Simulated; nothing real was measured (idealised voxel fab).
process module | voxel self aligned vias
cross-section cut | 235 nm wide | cells 5 nm
A cross-section is a grid of square cells, given in bands from the top down. A band is one or more rows of cells.
Each band's line starts with the height of the band's top and of its bottom, in nm. Then come its materials from left to right, each with its width in nm. One material with "throughout" fills the band from edge to edge. "air" is empty space.
Height 0 is the level under which the wafer as received is all one material. The lowest band goes on downwards, as in "0 down".
A width such as "30 to 40" changes by the same amount from each row of cells to the next, from the band's top row to its bottom row.
"no change" after a step means that no cell of the cross-section changed.
closed voids: empty space of 8 cells or more with no open way to the top, each as width x height at its distance from the left edge, in nm
after a step's settings: what the simulator itself notes on the step
overlay nm, on a step with a mask: how far to the right of its planned place the mask lay; to the left if negative
plan
1 op RECEIVE | material Si
2 op CONFORMAL_DEP | material SiO2 | thk nm 10
3 op CONFORMAL_DEP | material SiCN | thk nm 5
4 op DIRECTIONAL_DEP | material lowk | thk nm 30
5 op DIRECTIONAL_DEP | material aC | thk nm 10
6 op PATTERN | tone open | mask id LINES | material resist | width nm 20 | pitch nm 55 | thk nm 30 | overlay nm 0
7 op DIRECTIONAL_ETCH | etch materials aC | depth nm 10
8 op STRIP | etch materials resist
9 op DIRECTIONAL_ETCH | etch materials lowk | depth nm 30
10 op STRIP | etch materials aC
11 op CONFORMAL_DEP | material TiN | thk nm 5
12 op FILL_DEP | material Ru | thk nm 10
13 op CMP | height nm 45
14 op SELECTIVE_ETCH | etch materials W Ru TiN | depth nm 10
15 op FILL_DEP | material SiN | thk nm 10
16 op CMP | height nm 45
17 op DIRECTIONAL_DEP | material lowk | thk nm 15
18 op PATTERN | tone open | mask id VIAS | material resist | width nm 30 | pitch nm 110 | thk nm 15 | overlay nm 0
19 op DIRECTIONAL_ETCH | etch materials lowk | depth nm 15
20 op DIRECTIONAL_ETCH | etch materials SiN | depth nm 10
21 op STRIP | etch materials resist
22 op CONFORMAL_DEP | material TiN | thk nm 5
23 op FILL_DEP | material Cu | thk nm 5
24 op CMP | height nm 60
25 op CONFORMAL_DEP | material SiN | thk nm 5
as received, after step 1
  0 down: Si throughout
  closed voids: none
first wafer at the end, as planned
  65 to 60: SiN throughout
  60 to 50: lowk 45 | TiN 5 | Cu 20 | TiN 5 | lowk 80 | TiN 5 | Cu 20 | TiN 5 | lowk 50
  50 to 45: lowk 45 | TiN 10 | Cu 10 | TiN 10 | lowk 80 | TiN 10 | Cu 10 | TiN 10 | lowk 50
  45 to 40: lowk 50 | TiN 5 | Cu 10 | TiN 5 | lowk 35 | SiN 20 | lowk 35 | TiN 5 | Cu 10 | TiN 5 | lowk 55
  40 to 35: lowk 50 | TiN 20 | lowk 35 | SiN 20 | lowk 35 | TiN 20 | lowk 55
  35 to 20: lowk 50 | TiN 5 | Ru 10 | TiN 5 | lowk 35 | TiN 5 | Ru 10 | TiN 5 | lowk 35 | TiN 5 | Ru 10 | TiN 5 | lowk 55
  20 to 15: lowk 50 | TiN 20 | lowk 35 | TiN 20 | lowk 35 | TiN 20 | lowk 55
  15 to 10: SiCN throughout
  10 to 0: SiO2 throughout
  0 down: Si throughout
  closed voids: none
second wafer at the end: like start, like plan, one mistake
  65 to 60: SiN throughout
  60 to 50: lowk 45 | TiN 5 | Cu 20 | TiN 5 | lowk 80 | TiN 5 | Cu 20 | TiN 5 | lowk 50
  50 to 45: lowk 45 | TiN 20 | Cu 5 | TiN 5 | lowk 80 | TiN 20 | Cu 5 | TiN 5 | lowk 50
  45 to 40: lowk 60 | TiN 5 | Cu 5 | TiN 5 | SiN 5 | lowk 35 | SiN 20 | lowk 35 | TiN 5 | Cu 5 | TiN 5 | SiN 5 | lowk 45
  40 to 35: lowk 60 | TiN 15 | SiN 5 | lowk 35 | SiN 20 | lowk 35 | TiN 15 | SiN 5 | lowk 45
  35 to 20: lowk 60 | TiN 5 | Ru 10 | TiN 5 | lowk 35 | TiN 5 | Ru 10 | TiN 5 | lowk 35 | TiN 5 | Ru 10 | TiN 5 | lowk 45
  20 to 15: lowk 60 | TiN 20 | lowk 35 | TiN 20 | lowk 35 | TiN 20 | lowk 45
  15 to 10: SiCN throughout
  10 to 0: SiO2 throughout
  0 down: Si throughout
  closed voids: none
what went wrong: step 6 ran as: op PATTERN | tone open | mask id LINES | material resist | width nm 20 | pitch nm 55 | thk nm 30 | overlay nm 10
at the end the second wafer has, in cells: 4 fewer of Cu | 4 more of SiN
